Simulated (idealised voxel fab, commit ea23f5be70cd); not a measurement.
process module | voxel ribs on slabs
cross-section cut | 205 nm wide | cells 5 nm
A cross-section is a grid of square cells, given in bands from the top down. A band is one or more rows of cells.
Each band's line starts with the height of the band's top and of its bottom, in nm. Then come its materials from left to right, each with its width in nm. One material with "throughout" fills the band from edge to edge. "air" is empty space.
Height 0 is the level under which the wafer as received is all one material. The lowest band goes on downwards, as in "0 down".
A width such as "30 to 40" changes by the same amount from each row of cells to the next, from the band's top row to its bottom row.
"no change" after a step means that no cell of the cross-section changed.
closed voids: empty space of 8 cells or more with no open way to the top, each as width x height at its distance from the left edge, in nm
after a step's settings: what the simulator itself notes on the step
overlay nm, on a step with a mask: how far to the right of its planned place the mask lay; to the left if negative
plan
1 op RECEIVE | material Si
2 op DIRECTIONAL_DEP | material SiO2 | thk nm 30
3 op DIRECTIONAL_DEP | material polySi | thk nm 25
4 op MASKED_ETCH | tone cover | mask id RIB | width nm 30 | etch materials polySi | depth nm 5 | overlay nm 0
5 op DIRECTIONAL_DEP | material aC | thk nm 15
6 op PATTERN | tone cover | mask id SLAB | material resist | width nm 70 | thk nm 35 | overlay nm 0
7 op DIRECTIONAL_ETCH | etch materials aC | depth nm 15
8 op STRIP | etch materials resist
9 op DIRECTIONAL_ETCH | etch materials polySi | depth nm 20
10 op STRIP | etch materials aC
11 op FILL_DEP | material SiO2 | thk nm 25
12 op CMP | height nm 70
13 op DIRECTIONAL_DEP | material W | thk nm 10
14 op MASKED_ETCH | tone cover | mask id HEATER | width nm 40 | etch materials W | depth nm 10 | overlay nm 0
15 op CONFORMAL_DEP | material SiN | thk nm 5
as received, after step 1
  0 down: Si throughout
  closed voids: none
first wafer at the end, as planned
  85 to 80: air 75 | SiN 50 | air 80
  80 to 75: air 75 | SiN 5 | W 40 | SiN 5 | air 80
  75 to 70: SiN 80 | W 40 | SiN 85
  70 to 55: SiO2 throughout
  55 to 50: SiO2 85 | polySi 30 | SiO2 90
  50 to 30: SiO2 65 | polySi 70 | SiO2 70
  30 to 0: SiO2 throughout
  0 down: Si throughout
  closed voids: none
second wafer at the end: like start, like plan, one mistake
  90 to 85: air 75 | SiN 50 | air 80
  85 to 80: air 75 | SiN 5 | W 40 | SiN 5 | air 80
  80 to 75: SiN 80 | W 40 | SiN 85
  75 to 70: W throughout
  70 to 55: SiO2 throughout
  55 to 50: SiO2 85 | polySi 30 | SiO2 90
  50 to 30: SiO2 65 | polySi 70 | SiO2 70
  30 to 0: SiO2 throughout
  0 down: Si throughout
  closed voids: none
what went wrong: step 13 ran as: op DIRECTIONAL_DEP | material W | thk nm 15
at the end the second wafer has, in cells: 41 more of W
